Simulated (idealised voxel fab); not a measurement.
Herein follows the process module entitled voxel fin reveal.
Square cell edge 5 nm, section width 275 nm, ID cut.
Reading order for cross-sections: top band down to bottom band. Underlying form: a grid of square cells. Band size: one or more rows of cells.
Top height, bottom height, nm. Materials left to right, width each, nm. Single material + "throughout" = fills band edge to edge. "air" = empty.
Height datum 0, below which the as-received substrate wafer is one material. Lowest band open at the bottom, running downward: "top 0, no bottom".
It should be noted that a width expressed as "30..40" varies in equal increments from row to row of cells within the band, taking the value of the first number at the top row and that of the second number at the bottom row.
Take "no modifications" at face value: in the step it is given for, the cross-section changed in none of its cells.
The list in "Encapsulated voids" covers empty spaces of 8 cells or more that cannot reach the top through any open way, and it gives each as width x height at distance; the distance is from the left edge, and width, height and distance are in nm.
Text after the settings on a step's line: the simulator's own remark on that step.
overlay nm: mask offset rightward from planned place, masked step; negative means leftward offset.

[Intended process steps]
1. RECEIVE (material Si)
2. CONFORMAL_DEP (material SiN; thk nm 5)
3. PATTERN (tone cover; mask id FINS; material resist; width nm 15; pitch nm 35; thk nm 15; overlay nm 0)
4. DIRECTIONAL_ETCH (etch materials SiN; depth nm 5)
5. DIRECTIONAL_ETCH (etch materials Si; depth nm 40)
6. STRIP (etch materials resist)
7. FILL_DEP (material SiO2; thk nm 10)
8. CMP (height nm 5)
9. SELECTIVE_ETCH (etch materials SiO2; depth nm 25)
10. STRIP (etch materials SiN)
11. CONFORMAL_DEP (material HfO2; thk nm 5)

[The first of a set of two wafers, run to plan]

[Step 1 complete: cross-section of the wafer as received]
	top 0, no bottom | Si throughout
	Encapsulated voids: none

[Cross-section: wafer state after step 2]
	top 5, bottom 0 | SiN throughout
	Everything below 0 is unchanged.

[Cross-section: wafer state after step 3]
	top 20, bottom 5 | 75 nm air, then 15 nm resist, then 20 nm air, then 15 nm resist, then 20 nm air, then 15 nm resist, then 20 nm air, then 15 nm resist, then 80 nm air
	Everything below 5 is unchanged.

[Cross-section: wafer state after step 4]
	top 20, bottom 5 | 75 nm air, then 15 nm resist, then 20 nm air, then 15 nm resist, then 20 nm air, then 15 nm resist, then 20 nm air, then 15 nm resist, then 80 nm air
	top 5, bottom 0 | 75 nm air, then 15 nm SiN, then 20 nm air, then 15 nm SiN, then 20 nm air, then 15 nm SiN, then 20 nm air, then 15 nm SiN, then 80 nm air
	Everything below 0 is unchanged.

[Cross-section: wafer state after step 5]
	top 20, bottom 5 | 75 nm air, then 15 nm resist, then 20 nm air, then 15 nm resist, then 20 nm air, then 15 nm resist, then 20 nm air, then 15 nm resist, then 80 nm air
	top 5, bottom 0 | 75 nm air, then 15 nm SiN, then 20 nm air, then 15 nm SiN, then 20 nm air, then 15 nm SiN, then 20 nm air, then 15 nm SiN, then 80 nm air
	top 0, bottom -40 | 75 nm air, then 15 nm Si, then 20 nm air, then 15 nm Si, then 20 nm air, then 15 nm Si, then 20 nm air, then 15 nm Si, then 80 nm air
	Everything below -40 is unchanged.

[Cross-section: wafer state after step 6]
	top 5, bottom 0 | 75 nm air, then 15 nm SiN, then 20 nm air, then 15 nm SiN, then 20 nm air, then 15 nm SiN, then 20 nm air, then 15 nm SiN, then 80 nm air
	Everything below 0 is unchanged.

[Cross-section: wafer state after step 7]
	top 15, bottom 5 | SiO2 throughout
	top 5, bottom 0 | 75 nm SiO2, then 15 nm SiN, then 20 nm SiO2, then 15 nm SiN, then 20 nm SiO2, then 15 nm SiN, then 20 nm SiO2, then 15 nm SiN, then 80 nm SiO2
	top 0, bottom -40 | 75 nm SiO2, then 15 nm Si, then 20 nm SiO2, then 15 nm Si, then 20 nm SiO2, then 15 nm Si, then 20 nm SiO2, then 15 nm Si, then 80 nm SiO2
	Everything below -40 is unchanged.

[Cross-section: wafer state after step 8]
	top 5, bottom 0 | 75 nm SiO2, then 15 nm SiN, then 20 nm SiO2, then 15 nm SiN, then 20 nm SiO2, then 15 nm SiN, then 20 nm SiO2, then 15 nm SiN, then 80 nm SiO2
	Everything below 0 is unchanged.

[Cross-section: wafer state after step 9]
	top 5, bottom 0 | 75 nm air, then 15 nm SiN, then 20 nm air, then 15 nm SiN, then 20 nm air, then 15 nm SiN, then 20 nm air, then 15 nm SiN, then 80 nm air
	top 0, bottom -20 | 75 nm air, then 15 nm Si, then 20 nm air, then 15 nm Si, then 20 nm air, then 15 nm Si, then 20 nm air, then 15 nm Si, then 80 nm air
	Everything below -20 is unchanged.

[Cross-section: wafer state after step 10]
	top 0, bottom -20 | 75 nm air, then 15 nm Si, then 20 nm air, then 15 nm Si, then 20 nm air, then 15 nm Si, then 20 nm air, then 15 nm Si, then 80 nm air
	Everything below -20 is unchanged.

[Cross-section: wafer state after step 11]
	top 5, bottom 0 | 70 nm air, then 25 nm HfO2, then 10 nm air, then 25 nm HfO2, then 10 nm air, then 25 nm HfO2, then 10 nm air, then 25 nm HfO2, then 75 nm air
	top 0, bottom -15 | 70 nm air, then 5 nm HfO2, then 15 nm Si, then 5 nm HfO2, then 10 nm air, then 5 nm HfO2, then 15 nm Si, then 5 nm HfO2, then 10 nm air, then 5 nm HfO2, then 15 nm Si, then 5 nm HfO2, then 10 nm air, then 5 nm HfO2, then 15 nm Si, then 5 nm HfO2, then 75 nm air
	top -15, bottom -20 | 75 nm HfO2, then 15 nm Si, then 20 nm HfO2, then 15 nm Si, then 20 nm HfO2, then 15 nm Si, then 20 nm HfO2, then 15 nm Si, then 80 nm HfO2
	Everything below -20 is unchanged.

[Okay, second wafer. Nothing different at the start, nothing different in the plan, just one mistake somewhere in the running. As far as step 8, counting that step, it's the first wafer all over again]

[What the second wafer looks like in cross-section when step 9 should have wrapped up]
	top 5, bottom 0 | 75 nm SiO2, then 15 nm air, then 20 nm SiO2, then 15 nm air, then 20 nm SiO2, then 15 nm air, then 20 nm SiO2, then 15 nm air, then 80 nm SiO2
	Everything below 0 is unchanged.

[What the second wafer looks like in cross-section when step 10 should have wrapped up]
	top 0, bottom -20 | 75 nm air, then 15 nm Si, then 20 nm air, then 15 nm Si, then 20 nm air, then 15 nm Si, then 20 nm air, then 15 nm Si, then 80 nm air
	top -20, bottom -25 | 50 nm SiO2, then 25 nm air, then 15 nm Si, then 20 nm air, then 15 nm Si, then 20 nm air, then 15 nm Si, then 20 nm air, then 15 nm Si, then 25 nm air, then 55 nm SiO2
	Everything below -25 is unchanged.

[What the second wafer looks like in cross-section when step 11 should have wrapped up]
	top 5, bottom 0 | 70 nm air, then 25 nm HfO2, then 10 nm air, then 25 nm HfO2, then 10 nm air, then 25 nm HfO2, then 10 nm air, then 25 nm HfO2, then 75 nm air
	top 0, bottom -15 | 70 nm air, then 5 nm HfO2, then 15 nm Si, then 5 nm HfO2, then 10 nm air, then 5 nm HfO2, then 15 nm Si, then 5 nm HfO2, then 10 nm air, then 5 nm HfO2, then 15 nm Si, then 5 nm HfO2, then 10 nm air, then 5 nm HfO2, then 15 nm Si, then 5 nm HfO2, then 75 nm air
	top -15, bottom -20 | 55 nm HfO2, then 15 nm air, then 5 nm HfO2, then 15 nm Si, then 5 nm HfO2, then 10 nm air, then 5 nm HfO2, then 15 nm Si, then 5 nm HfO2, then 10 nm air, then 5 nm HfO2, then 15 nm Si, then 5 nm HfO2, then 10 nm air, then 5 nm HfO2, then 15 nm Si, then 5 nm HfO2, then 15 nm air, then 60 nm HfO2
	top -20, bottom -25 | 50 nm SiO2, then 25 nm HfO2, then 15 nm Si, then 20 nm HfO2, then 15 nm Si, then 20 nm HfO2, then 15 nm Si, then 20 nm HfO2, then 15 nm Si, then 25 nm HfO2, then 55 nm SiO2
	Everything below -25 is unchanged.
Nonconformance to the process plan: steps 9 and 10 swapped
Once processing is complete, comparing cell counts shows that the second wafer has more or fewer of certain materials than the first: +10 HfO2, -22 SiO2
